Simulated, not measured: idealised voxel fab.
process module | voxel trench capacitor
cross-section cut | 160 nm wide | cells 5 nm
A cross-section is a grid of square cells, given in bands from the top down. A band is one or more rows of cells.
Each band's line starts with the height of the band's top and of its bottom, in nm. Then come its materials from left to right, each with its width in nm. One material with "throughout" fills the band from edge to edge. "air" is empty space.
Height 0 is the level under which the wafer as received is all one material. The lowest band goes on downwards, as in "0 down".
A width such as "30 to 40" changes by the same amount from each row of cells to the next, from the band's top row to its bottom row.
"no change" after a step means that no cell of the cross-section changed.
closed voids: empty space of 8 cells or more with no open way to the top, each as width x height at its distance from the left edge, in nm
after a step's settings: what the simulator itself notes on the step
overlay nm, on a step with a mask: how far to the right of its planned place the mask lay; to the left if negative
plan
1 op RECEIVE | material Si
2 op CONFORMAL_DEP | material SiN | thk nm 5
3 op PATTERN | tone open | mask id TRENCH | material resist | width nm 25 | pitch nm 40 | thk nm 15 | overlay nm 0
4 op DIRECTIONAL_ETCH | etch materials SiN | depth nm 5
5 op DIRECTIONAL_ETCH | etch materials Si | depth nm 25
6 op STRIP | etch materials resist
7 op CONFORMAL_DEP | material Al2O3 | thk nm 5
8 op CONFORMAL_DEP | material TiN | thk nm 5
9 op FILL_DEP | material W | thk nm 5
10 op CMP | height nm 5
as received, after step 1
  0 down: Si throughout
  closed voids: none
a wafer at the end: this start, this plan, one mistake
  5 to 0: SiN 50 | Al2O3 5 | TiN 5 | W 5 | TiN 5 | Al2O3 5 | SiN 15 | Al2O3 5 | TiN 5 | W 5 | TiN 5 | Al2O3 5 | SiN 45
  0 to -15: Si 50 | Al2O3 5 | TiN 5 | W 5 | TiN 5 | Al2O3 5 | Si 15 | Al2O3 5 | TiN 5 | W 5 | TiN 5 | Al2O3 5 | Si 45
  -15 to -20: Si 50 | Al2O3 5 | TiN 15 | Al2O3 5 | Si 15 | Al2O3 5 | TiN 15 | Al2O3 5 | Si 45
  -20 to -25: Si 50 | Al2O3 25 | Si 15 | Al2O3 25 | Si 45
  -25 down: Si throughout
  closed voids: none
what went wrong: step 3 ran as: op PATTERN | tone open | mask id TRENCH | material resist | width nm 25 | pitch nm 40 | thk nm 15 | overlay nm 5
